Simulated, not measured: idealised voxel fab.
voxel self aligned vias: a process module
Xsec cut, 255 nm wide, square cell size 5 nm.
In this document a cross-section is written as a grid of square cells. It is given as a series of bands, listed from the top down, and a band is one or more rows of cells. Look at the band entry: it leads with the top's height and the bottom's height in nm. Then it lists the materials left to right, with a width in nm for each. The word "edge to edge" on a single material says that material fills the band edge to edge. The word "air" is empty space. Heads up on the height convention: 0 is the point under which the incoming wafer is all one material, and the lowest band has no bottom, it just keeps going down, like "0 nm and below". It should be noted that a width expressed as "30 to 40" varies in equal increments from row to row of cells within the band, taking the value of the first number at the top row and that of the second number at the bottom row. Where a step carries "changes: none", the cross-section came out of it unchanged, cell for cell. "Enclosed empty spaces" enumerates empty spaces isolated from the top, with no open way to it, that contain at least 8 cells, giving each as width x height at distance from the left edge, all three in nm. Formally, on a step line, whatever follows the settings is a remark that the simulator itself makes on the step. For masked steps, "overlay nm" on the step line gives how far right of plan the mask actually lay; a minus sign means it lay to the left.

## Process steps - plan
1,RECEIVE,material Si
2,CONFORMAL_DEP,material SiO2,thk nm 10
3,CONFORMAL_DEP,material SiCN,thk nm 5
4,DIRECTIONAL_DEP,material SiO2,thk nm 20
5,DIRECTIONAL_DEP,material aC,thk nm 15
6,PATTERN,tone open,mask id LINES,material resist,width nm 30,pitch nm 55,thk nm 35,overlay nm 0
7,DIRECTIONAL_ETCH,etch materials aC,depth nm 15
8,STRIP,etch materials resist
9,DIRECTIONAL_ETCH,etch materials SiO2,depth nm 20
10,STRIP,etch materials aC
11,CONFORMAL_DEP,material TiN,thk nm 5
12,FILL_DEP,material Ru,thk nm 5
13,CMP,height nm 35
14,SELECTIVE_ETCH,etch materials W Ru TiN,depth nm 5
15,FILL_DEP,material SiN,thk nm 10
16,CMP,height nm 35
17,DIRECTIONAL_DEP,material SiO2,thk nm 20
18,PATTERN,tone open,mask id VIAS,material resist,width nm 40,pitch nm 110,thk nm 20,overlay nm 0
19,DIRECTIONAL_ETCH,etch materials SiO2,depth nm 20
20,DIRECTIONAL_ETCH,etch materials SiN,depth nm 5
21,STRIP,etch materials resist
22,CONFORMAL_DEP,material TiN,thk nm 5
23,FILL_DEP,material W,thk nm 5
24,CMP,height nm 55
25,CONFORMAL_DEP,material SiCN,thk nm 5

## First wafer out of two, processed as planned

## The cross-section here shows the wafer as received, i.e. in its state after step 1
0 nm and below | Si edge to edge
Enclosed empty spaces: none

## The wafer in cross-section once step 2 is complete
10 nm to 0 nm | SiO2 edge to edge
Lower than 0, everything is as it was.

## The wafer in cross-section once step 3 is complete
15 nm to 10 nm | SiCN edge to edge
Lower than 10, everything is as it was.

## The wafer in cross-section once step 4 is complete
35 nm to 15 nm | SiO2 edge to edge
Lower than 15, everything is as it was.

## The wafer in cross-section once step 5 is complete
50 nm to 35 nm | aC edge to edge
Lower than 35, everything is as it was.

## The wafer in cross-section once step 6 is complete
85 nm to 50 nm | resist 55 nm / air 30 nm / resist 25 nm / air 30 nm / resist 25 nm / air 30 nm / resist 60 nm
Lower than 50, everything is as it was.

## The wafer in cross-section once step 7 is complete
70 nm to 50 nm | resist 55 nm / air 30 nm / resist 25 nm / air 30 nm / resist 25 nm / air 30 nm / resist 60 nm
50 nm to 35 nm | aC 55 nm / air 30 nm / aC 25 nm / air 30 nm / aC 25 nm / air 30 nm / aC 60 nm
Lower than 35, everything is as it was.

## The wafer in cross-section once step 8 is complete
50 nm to 35 nm | aC 55 nm / air 30 nm / aC 25 nm / air 30 nm / aC 25 nm / air 30 nm / aC 60 nm
Lower than 35, everything is as it was.

## The wafer in cross-section once step 9 is complete
50 nm to 35 nm | aC 55 nm / air 30 nm / aC 25 nm / air 30 nm / aC 25 nm / air 30 nm / aC 60 nm
35 nm to 15 nm | SiO2 55 nm / air 30 nm / SiO2 25 nm / air 30 nm / SiO2 25 nm / air 30 nm / SiO2 60 nm
Lower than 15, everything is as it was.

## The wafer in cross-section once step 10 is complete
35 nm to 15 nm | SiO2 55 nm / air 30 nm / SiO2 25 nm / air 30 nm / SiO2 25 nm / air 30 nm / SiO2 60 nm
Lower than 15, everything is as it was.

## The wafer in cross-section once step 11 is complete
40 nm to 35 nm | TiN 60 nm / air 20 nm / TiN 35 nm / air 20 nm / TiN 35 nm / air 20 nm / TiN 65 nm
35 nm to 20 nm | SiO2 55 nm / TiN 5 nm / air 20 nm / TiN 5 nm / SiO2 25 nm / TiN 5 nm / air 20 nm / TiN 5 nm / SiO2 25 nm / TiN 5 nm / air 20 nm / TiN 5 nm / SiO2 60 nm
20 nm to 15 nm | SiO2 55 nm / TiN 30 nm / SiO2 25 nm / TiN 30 nm / SiO2 25 nm / TiN 30 nm / SiO2 60 nm
Lower than 15, everything is as it was.

## The wafer in cross-section once step 12 is complete
45 nm to 40 nm | Ru edge to edge
40 nm to 35 nm | TiN 60 nm / Ru 20 nm / TiN 35 nm / Ru 20 nm / TiN 35 nm / Ru 20 nm / TiN 65 nm
35 nm to 20 nm | SiO2 55 nm / TiN 5 nm / Ru 20 nm / TiN 5 nm / SiO2 25 nm / TiN 5 nm / Ru 20 nm / TiN 5 nm / SiO2 25 nm / TiN 5 nm / Ru 20 nm / TiN 5 nm / SiO2 60 nm
Lower than 20, everything is as it was.

## The wafer in cross-section once step 13 is complete
35 nm to 20 nm | SiO2 55 nm / TiN 5 nm / Ru 20 nm / TiN 5 nm / SiO2 25 nm / TiN 5 nm / Ru 20 nm / TiN 5 nm / SiO2 25 nm / TiN 5 nm / Ru 20 nm / TiN 5 nm / SiO2 60 nm
Lower than 20, everything is as it was.

## The wafer in cross-section once step 14 is complete
35 nm to 30 nm | SiO2 55 nm / air 30 nm / SiO2 25 nm / air 30 nm / SiO2 25 nm / air 30 nm / SiO2 60 nm
Lower than 30, everything is as it was.

## The wafer in cross-section once step 15 is complete
45 nm to 35 nm | SiN edge to edge
35 nm to 30 nm | SiO2 55 nm / SiN 30 nm / SiO2 25 nm / SiN 30 nm / SiO2 25 nm / SiN 30 nm / SiO2 60 nm
Lower than 30, everything is as it was.

## The wafer in cross-section once step 16 is complete
35 nm to 30 nm | SiO2 55 nm / SiN 30 nm / SiO2 25 nm / SiN 30 nm / SiO2 25 nm / SiN 30 nm / SiO2 60 nm
Lower than 30, everything is as it was.

## The wafer in cross-section once step 17 is complete
55 nm to 35 nm | SiO2 edge to edge
Lower than 35, everything is as it was.

## The wafer in cross-section once step 18 is complete
75 nm to 55 nm | resist 50 nm / air 40 nm / resist 70 nm / air 40 nm / resist 55 nm
Lower than 55, everything is as it was.

## The wafer in cross-section once step 19 is complete
75 nm to 55 nm | resist 50 nm / air 40 nm / resist 70 nm / air 40 nm / resist 55 nm
55 nm to 35 nm | SiO2 50 nm / air 40 nm / SiO2 70 nm / air 40 nm / SiO2 55 nm
Lower than 35, everything is as it was.

## The wafer in cross-section once step 20 is complete
75 nm to 55 nm | resist 50 nm / air 40 nm / resist 70 nm / air 40 nm / resist 55 nm
55 nm to 35 nm | SiO2 50 nm / air 40 nm / SiO2 70 nm / air 40 nm / SiO2 55 nm
35 nm to 30 nm | SiO2 55 nm / air 30 nm / SiO2 25 nm / SiN 30 nm / SiO2 25 nm / air 30 nm / SiO2 60 nm
Lower than 30, everything is as it was.

## The wafer in cross-section once step 21 is complete
55 nm to 35 nm | SiO2 50 nm / air 40 nm / SiO2 70 nm / air 40 nm / SiO2 55 nm
Lower than 35, everything is as it was.

## The wafer in cross-section once step 22 is complete
60 nm to 55 nm | TiN 55 nm / air 30 nm / TiN 80 nm / air 30 nm / TiN 60 nm
55 nm to 40 nm | SiO2 50 nm / TiN 5 nm / air 30 nm / TiN 5 nm / SiO2 70 nm / TiN 5 nm / air 30 nm / TiN 5 nm / SiO2 55 nm
40 nm to 35 nm | SiO2 50 nm / TiN 10 nm / air 20 nm / TiN 10 nm / SiO2 70 nm / TiN 10 nm / air 20 nm / TiN 10 nm / SiO2 55 nm
35 nm to 30 nm | SiO2 55 nm / TiN 30 nm / SiO2 25 nm / SiN 30 nm / SiO2 25 nm / TiN 30 nm / SiO2 60 nm
Lower than 30, everything is as it was.

## The wafer in cross-section once step 23 is complete
65 nm to 60 nm | W edge to edge
60 nm to 55 nm | TiN 55 nm / W 30 nm / TiN 80 nm / W 30 nm / TiN 60 nm
55 nm to 40 nm | SiO2 50 nm / TiN 5 nm / W 30 nm / TiN 5 nm / SiO2 70 nm / TiN 5 nm / W 30 nm / TiN 5 nm / SiO2 55 nm
40 nm to 35 nm | SiO2 50 nm / TiN 10 nm / W 20 nm / TiN 10 nm / SiO2 70 nm / TiN 10 nm / W 20 nm / TiN 10 nm / SiO2 55 nm
Lower than 35, everything is as it was.

## The wafer in cross-section once step 24 is complete
55 nm to 40 nm | SiO2 50 nm / TiN 5 nm / W 30 nm / TiN 5 nm / SiO2 70 nm / TiN 5 nm / W 30 nm / TiN 5 nm / SiO2 55 nm
Lower than 40, everything is as it was.

## The wafer in cross-section once step 25 is complete
60 nm to 55 nm | SiCN edge to edge
Lower than 55, everything is as it was.

## Second of two: same start, same plan, one run error; steps up to and including 1 match the first

## Cross-section of the second wafer at the time by which step 2 should have been completed according to the plan
5 nm to 0 nm | SiO2 edge to edge
Lower than 0, everything is as it was.

## Cross-section of the second wafer at the time by which step 3 should have been completed according to the plan
10 nm to 5 nm | SiCN edge to edge
Lower than 5, everything is as it was.

## Cross-section of the second wafer at the time by which step 4 should have been completed according to the plan
30 nm to 10 nm | SiO2 edge to edge
Lower than 10, everything is as it was.

## Cross-section of the second wafer at the time by which step 5 should have been completed according to the plan
45 nm to 30 nm | aC edge to edge
Lower than 30, everything is as it was.

## Cross-section of the second wafer at the time by which step 6 should have been completed according to the plan
80 nm to 45 nm | resist 55 nm / air 30 nm / resist 25 nm / air 30 nm / resist 25 nm / air 30 nm / resist 60 nm
Lower than 45, everything is as it was.

## Cross-section of the second wafer at the time by which step 7 should have been completed according to the plan
65 nm to 45 nm | resist 55 nm / air 30 nm / resist 25 nm / air 30 nm / resist 25 nm / air 30 nm / resist 60 nm
45 nm to 30 nm | aC 55 nm / air 30 nm / aC 25 nm / air 30 nm / aC 25 nm / air 30 nm / aC 60 nm
Lower than 30, everything is as it was.

## Cross-section of the second wafer at the time by which step 8 should have been completed according to the plan
45 nm to 30 nm | aC 55 nm / air 30 nm / aC 25 nm / air 30 nm / aC 25 nm / air 30 nm / aC 60 nm
Lower than 30, everything is as it was.

## Cross-section of the second wafer at the time by which step 9 should have been completed according to the plan
45 nm to 30 nm | aC 55 nm / air 30 nm / aC 25 nm / air 30 nm / aC 25 nm / air 30 nm / aC 60 nm
30 nm to 10 nm | SiO2 55 nm / air 30 nm / SiO2 25 nm / air 30 nm / SiO2 25 nm / air 30 nm / SiO2 60 nm
Lower than 10, everything is as it was.

## Cross-section of the second wafer at the time by which step 10 should have been completed according to the plan
30 nm to 10 nm | SiO2 55 nm / air 30 nm / SiO2 25 nm / air 30 nm / SiO2 25 nm / air 30 nm / SiO2 60 nm
Lower than 10, everything is as it was.

## Cross-section of the second wafer at the time by which step 11 should have been completed according to the plan
35 nm to 30 nm | TiN 60 nm / air 20 nm / TiN 35 nm / air 20 nm / TiN 35 nm / air 20 nm / TiN 65 nm
30 nm to 15 nm | SiO2 55 nm / TiN 5 nm / air 20 nm / TiN 5 nm / SiO2 25 nm / TiN 5 nm / air 20 nm / TiN 5 nm / SiO2 25 nm / TiN 5 nm / air 20 nm / TiN 5 nm / SiO2 60 nm
15 nm to 10 nm | SiO2 55 nm / TiN 30 nm / SiO2 25 nm / TiN 30 nm / SiO2 25 nm / TiN 30 nm / SiO2 60 nm
Lower than 10, everything is as it was.

## Cross-section of the second wafer at the time by which step 12 should have been completed according to the plan
40 nm to 35 nm | Ru edge to edge
35 nm to 30 nm | TiN 60 nm / Ru 20 nm / TiN 35 nm / Ru 20 nm / TiN 35 nm / Ru 20 nm / TiN 65 nm
30 nm to 15 nm | SiO2 55 nm / TiN 5 nm / Ru 20 nm / TiN 5 nm / SiO2 25 nm / TiN 5 nm / Ru 20 nm / TiN 5 nm / SiO2 25 nm / TiN 5 nm / Ru 20 nm / TiN 5 nm / SiO2 60 nm
Lower than 15, everything is as it was.

## Cross-section of the second wafer at the time by which step 13 should have been completed according to the plan
35 nm to 30 nm | TiN 60 nm / Ru 20 nm / TiN 35 nm / Ru 20 nm / TiN 35 nm / Ru 20 nm / TiN 65 nm
Lower than 30, everything is as it was.

## Cross-section of the second wafer at the time by which step 14 should have been completed according to the plan
30 nm to 15 nm | SiO2 55 nm / TiN 5 nm / Ru 20 nm / TiN 5 nm / SiO2 25 nm / TiN 5 nm / Ru 20 nm / TiN 5 nm / SiO2 25 nm / TiN 5 nm / Ru 20 nm / TiN 5 nm / SiO2 60 nm
Lower than 15, everything is as it was.

## Cross-section of the second wafer at the time by which step 15 should have been completed according to the plan
40 nm to 30 nm | SiN edge to edge
Lower than 30, everything is as it was.

## Cross-section of the second wafer at the time by which step 16 should have been completed according to the plan
35 nm to 30 nm | SiN edge to edge
Lower than 30, everything is as it was.

## Cross-section of the second wafer at the time by which step 17 should have been completed according to the plan
55 nm to 35 nm | SiO2 edge to edge
Lower than 35, everything is as it was.

## Cross-section of the second wafer at the time by which step 18 should have been completed according to the plan
75 nm to 55 nm | resist 50 nm / air 40 nm / resist 70 nm / air 40 nm / resist 55 nm
Lower than 55, everything is as it was.

## Cross-section of the second wafer at the time by which step 19 should have been completed according to the plan
75 nm to 55 nm | resist 50 nm / air 40 nm / resist 70 nm / air 40 nm / resist 55 nm
55 nm to 35 nm | SiO2 50 nm / air 40 nm / SiO2 70 nm / air 40 nm / SiO2 55 nm
Lower than 35, everything is as it was.

## Cross-section of the second wafer at the time by which step 20 should have been completed according to the plan
75 nm to 55 nm | resist 50 nm / air 40 nm / resist 70 nm / air 40 nm / resist 55 nm
55 nm to 35 nm | SiO2 50 nm / air 40 nm / SiO2 70 nm / air 40 nm / SiO2 55 nm
35 nm to 30 nm | SiN 50 nm / air 40 nm / SiN 70 nm / air 40 nm / SiN 55 nm
Lower than 30, everything is as it was.

## Cross-section of the second wafer at the time by which step 21 should have been completed according to the plan
55 nm to 35 nm | SiO2 50 nm / air 40 nm / SiO2 70 nm / air 40 nm / SiO2 55 nm
Lower than 35, everything is as it was.

## Cross-section of the second wafer at the time by which step 22 should have been completed according to the plan
60 nm to 55 nm | TiN 55 nm / air 30 nm / TiN 80 nm / air 30 nm / TiN 60 nm
55 nm to 35 nm | SiO2 50 nm / TiN 5 nm / air 30 nm / TiN 5 nm / SiO2 70 nm / TiN 5 nm / air 30 nm / TiN 5 nm / SiO2 55 nm
35 nm to 30 nm | SiN 50 nm / TiN 40 nm / SiN 70 nm / TiN 40 nm / SiN 55 nm
Lower than 30, everything is as it was.

## Cross-section of the second wafer at the time by which step 23 should have been completed according to the plan
65 nm to 60 nm | W edge to edge
60 nm to 55 nm | TiN 55 nm / W 30 nm / TiN 80 nm / W 30 nm / TiN 60 nm
55 nm to 35 nm | SiO2 50 nm / TiN 5 nm / W 30 nm / TiN 5 nm / SiO2 70 nm / TiN 5 nm / W 30 nm / TiN 5 nm / SiO2 55 nm
Lower than 35, everything is as it was.

## Cross-section of the second wafer at the time by which step 24 should have been completed according to the plan
55 nm to 35 nm | SiO2 50 nm / TiN 5 nm / W 30 nm / TiN 5 nm / SiO2 70 nm / TiN 5 nm / W 30 nm / TiN 5 nm / SiO2 55 nm
Lower than 35, everything is as it was.

## Cross-section of the second wafer at the time by which step 25 should have been completed according to the plan
60 nm to 55 nm | SiCN edge to edge
Lower than 55, everything is as it was.
What broke from the plan during processing? step 2 was run on a setting that differed from the plan, and what really ran there is CONFORMAL_DEP,material SiO2,thk nm 5
at the end the second wafer has, in cells: 12 more of Ru, 29 more of SiN, 51 fewer of SiO2, 6 more of TiN, 4 more of W
